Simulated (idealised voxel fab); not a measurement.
Process module in this document: voxel gate over fins
The cross-section on display is named cut; it measures 245 nm wide, and its cells are 5 nm squares.
Notation: cross-section as square-cell grid; stated in bands, top first, going down; one or more cell rows per band. Quick guide to a band line: top height, bottom height (nm) up front; then every material left to right with its width in nm. Only one material and it's marked "all across"? Then it fills the band edge to edge. And "air" just means empty space. Heights are expressed relative to 0, this being the level below which the as-received wafer comprises one material exclusively. The lowest band is unbounded in the downward direction and is denoted as in "0 nm and below". Per-row width for "30->40": begins at first number (top row of band), ends at second number (bottom row), increment between rows held constant. Any step labelled "nothing changed" changed none of the cells in the cross-section. Entry "Closed void roster". Content: empty spaces with no open connection to the top, size 8 cells or greater. Each: width x height at distance. Distance: from left edge. Unit: nm. The remark found on a step's line after its settings is issued by the simulator itself and pertains to that step. On any step carrying a mask, the "overlay nm" setting, if present on the step's line, tells how far right of its planned place the mask lay; negative values point to the left.
The steps planned for the process are as follows
1 RECEIVE (material Si)
2 CONFORMAL_DEP (material SiN; thk nm 5)
3 MASKED_ETCH (tone cover; mask id FINS; width nm 15; pitch nm 55; etch materials SiN; depth nm 5; overlay nm 0)
4 MASKED_ETCH (tone cover; mask id FINS; width nm 15; pitch nm 55; etch materials Si; depth nm 30; overlay nm 0)
5 OXIDIZE (depth nm 5)
6 FILL_DEP (material SiO2; thk nm 15)
7 CMP (height nm 5)
8 PATTERN (tone open; mask id RAIL; material resist; width nm 15; thk nm 20; overlay nm 0)
9 DIRECTIONAL_ETCH (etch materials SiO2; depth nm 30)
10 STRIP (etch materials resist)
11 CONFORMAL_DEP (material TiN; thk nm 5)
12 FILL_DEP (material W; thk nm 5)
13 CMP (height nm 5)
14 SELECTIVE_ETCH (etch materials W Ru TiN; depth nm 25)
15 FILL_DEP (material SiO2; thk nm 5)
16 CMP (height nm 5)
17 SELECTIVE_ETCH (etch materials SiO2; depth nm 20)
18 STRIP (etch materials SiN)
19 CONFORMAL_DEP (material HfO2; thk nm 5)
20 CONFORMAL_DEP (material TiN; thk nm 5)
21 FILL_DEP (material W; thk nm 10)
22 CMP (height nm 15)
23 CONFORMAL_DEP (material SiN; thk nm 5)
It is noted that the wafers described herein are identical at the outset and are distinguished by the thk nm of step 2; the value stated in the plan corresponds to the first wafer.
Cross-section of the first incoming wafer of several, state after step 1
0 nm and below  Si all across
Closed void roster: none
Per wafer, end of module: cells gained (+) or lost (-) per material since receipt, then closed voids
thk nm 5; +73 HfO2; -315 Si; +49 SiN; +177 SiO2; +76 TiN; +136 W; Closed void roster: none
thk nm 10; +49 HfO2; +49 SiN; +49 TiN; +49 W; Closed void roster: none
thk nm 15; +49 HfO2; +49 SiN; +49 TiN; +49 W; Closed void roster: none
thk nm 20; +49 HfO2; +49 SiN; +49 TiN; +49 W; Closed void roster: none
